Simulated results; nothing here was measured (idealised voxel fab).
process module | voxel tone inversion
cross-section cut | 200 nm wide | cells 5 nm
A cross-section is a grid of square cells, given in bands from the top down. A band is one or more rows of cells.
Each band's line starts with the height of the band's top and of its bottom, in nm. Then come its materials from left to right, each with its width in nm. One material with "throughout" fills the band from edge to edge. "air" is empty space.
Height 0 is the level under which the wafer as received is all one material. The lowest band goes on downwards, as in "0 down".
A width such as "30 to 40" changes by the same amount from each row of cells to the next, from the band's top row to its bottom row.
"no change" after a step means that no cell of the cross-section changed.
closed voids: empty space of 8 cells or more with no open way to the top, each as width x height at its distance from the left edge, in nm
after a step's settings: what the simulator itself notes on the step
overlay nm, on a step with a mask: how far to the right of its planned place the mask lay; to the left if negative
plan
1 op RECEIVE | material Si
2 op CONFORMAL_DEP | material SiCN | thk nm 5
3 op DIRECTIONAL_DEP | material aC | thk nm 25
4 op PATTERN | tone cover | mask id POSTS | material resist | width nm 20 | pitch nm 35 | thk nm 35 | overlay nm 0
5 op DIRECTIONAL_ETCH | etch materials aC | depth nm 25
6 op STRIP | etch materials resist
7 op FILL_DEP | material SiO2 | thk nm 10
8 op CMP | height nm 30
9 op STRIP | etch materials aC
10 op CONFORMAL_DEP | material TiN | thk nm 5
11 op FILL_DEP | material Cu | thk nm 10
12 op CMP | height nm 30
13 op CONFORMAL_DEP | material SiCN | thk nm 5
first wafer, as planned
as received, after step 1
  0 down: Si throughout
  closed voids: none
after step 2
  5 to 0: SiCN throughout
  below 0: unchanged
after step 3
  30 to 5: aC throughout
  below 5: unchanged
after step 4
  65 to 30: air 70 | resist 20 | air 15 | resist 20 | air 75
  below 30: unchanged
after step 5
  40 to 30: air 70 | resist 20 | air 15 | resist 20 | air 75
  30 to 5: air 70 | aC 20 | air 15 | aC 20 | air 75
  below 5: unchanged
after step 6
  30 to 5: air 70 | aC 20 | air 15 | aC 20 | air 75
  below 5: unchanged
after step 7
  40 to 30: SiO2 throughout
  30 to 5: SiO2 70 | aC 20 | SiO2 15 | aC 20 | SiO2 75
  below 5: unchanged
after step 8
  30 to 5: SiO2 70 | aC 20 | SiO2 15 | aC 20 | SiO2 75
  below 5: unchanged
after step 9
  30 to 5: SiO2 70 | air 20 | SiO2 15 | air 20 | SiO2 75
  below 5: unchanged
after step 10
  35 to 30: TiN 75 | air 10 | TiN 25 | air 10 | TiN 80
  30 to 10: SiO2 70 | TiN 5 | air 10 | TiN 5 | SiO2 15 | TiN 5 | air 10 | TiN 5 | SiO2 75
  10 to 5: SiO2 70 | TiN 20 | SiO2 15 | TiN 20 | SiO2 75
  below 5: unchanged
after step 11
  45 to 35: Cu throughout
  35 to 30: TiN 75 | Cu 10 | TiN 25 | Cu 10 | TiN 80
  30 to 10: SiO2 70 | TiN 5 | Cu 10 | TiN 5 | SiO2 15 | TiN 5 | Cu 10 | TiN 5 | SiO2 75
  below 10: unchanged
after step 12
  30 to 10: SiO2 70 | TiN 5 | Cu 10 | TiN 5 | SiO2 15 | TiN 5 | Cu 10 | TiN 5 | SiO2 75
  below 10: unchanged
after step 13
  35 to 30: SiCN throughout
  below 30: unchanged
second wafer: like start, like plan, one mistake. Through step 11 it matches the first wafer
when step 12 should have ended
  30 to 10: SiO2 70 | TiN 5 | Cu 10 | TiN 5 | SiO2 15 | TiN 5 | Cu 10 | TiN 5 | SiO2 75
  below 10: unchanged
when step 13 should have ended
  35 to 30: SiCN throughout
  below 30: unchanged
what went wrong: step 12 was run twice
at the end the two cross-sections are the same: no effect in what this model computes
